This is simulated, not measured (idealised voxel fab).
process module | voxel plated lines
cross-section cut | 235 nm wide | cells 5 nm
A cross-section is a grid of square cells, given in bands from the top down. A band is one or more rows of cells.
Each band's line starts with the height of the band's top and of its bottom, in nm. Then come its materials from left to right, each with its width in nm. One material with "throughout" fills the band from edge to edge. "air" is empty space.
Height 0 is the level under which the wafer as received is all one material. The lowest band goes on downwards, as in "0 down".
A width such as "30 to 40" changes by the same amount from each row of cells to the next, from the band's top row to its bottom row.
"no change" after a step means that no cell of the cross-section changed.
closed voids: empty space of 8 cells or more with no open way to the top, each as width x height at its distance from the left edge, in nm
after a step's settings: what the simulator itself notes on the step
overlay nm, on a step with a mask: how far to the right of its planned place the mask lay; to the left if negative
plan
1 op RECEIVE | material Si
2 op CONFORMAL_DEP | material SiO2 | thk nm 15
3 op DIRECTIONAL_DEP | material TiN | thk nm 5
4 op PATTERN | tone open | mask id LINES | material resist | width nm 25 | pitch nm 45 | thk nm 20 | overlay nm 0
5 op EPI | material Ru | thk nm 10
6 op STRIP | etch materials resist
7 op DIRECTIONAL_ETCH | etch materials TiN | depth nm 5
8 op CONFORMAL_DEP | material SiO2 | thk nm 5
first wafer, as planned
as received, after step 1
  0 down: Si throughout
  closed voids: none
after step 2
  15 to 0: SiO2 throughout
  below 0: unchanged
after step 3
  20 to 15: TiN throughout
  below 15: unchanged
after step 4
  40 to 20: resist 60 | air 25 | resist 20 | air 25 | resist 20 | air 25 | resist 60
  below 20: unchanged
after step 5
  40 to 30: resist 60 | air 25 | resist 20 | air 25 | resist 20 | air 25 | resist 60
  30 to 20: resist 60 | Ru 25 | resist 20 | Ru 25 | resist 20 | Ru 25 | resist 60
  below 20: unchanged
after step 6
  30 to 20: air 60 | Ru 25 | air 20 | Ru 25 | air 20 | Ru 25 | air 60
  below 20: unchanged
after step 7
  30 to 20: air 60 | Ru 25 | air 20 | Ru 25 | air 20 | Ru 25 | air 60
  20 to 15: air 60 | TiN 25 | air 20 | TiN 25 | air 20 | TiN 25 | air 60
  below 15: unchanged
after step 8
  35 to 30: air 55 | SiO2 35 | air 10 | SiO2 35 | air 10 | SiO2 35 | air 55
  30 to 20: air 55 | SiO2 5 | Ru 25 | SiO2 5 | air 10 | SiO2 5 | Ru 25 | SiO2 5 | air 10 | SiO2 5 | Ru 25 | SiO2 5 | air 55
  20 to 15: SiO2 60 | TiN 25 | SiO2 20 | TiN 25 | SiO2 20 | TiN 25 | SiO2 60
  below 15: unchanged
second wafer: like start, like plan, one mistake. Through step 1 it matches the first wafer
when step 2 should have ended
  5 to 0: TiN throughout
  below 0: unchanged
when step 3 should have ended
  20 to 5: SiO2 throughout
  below 5: unchanged
when step 4 should have ended
  40 to 20: resist 60 | air 25 | resist 20 | air 25 | resist 20 | air 25 | resist 60
  below 20: unchanged
when step 5 should have ended: no change
when step 6 should have ended
  20 to 5: SiO2 throughout
  below 5: unchanged
when step 7 should have ended: no change
when step 8 should have ended
  25 to 5: SiO2 throughout
  below 5: unchanged
what went wrong: steps 2 and 3 were swapped
at the end the second wafer has, in cells: 30 fewer of Ru | 18 fewer of SiO2 | 32 more of TiN
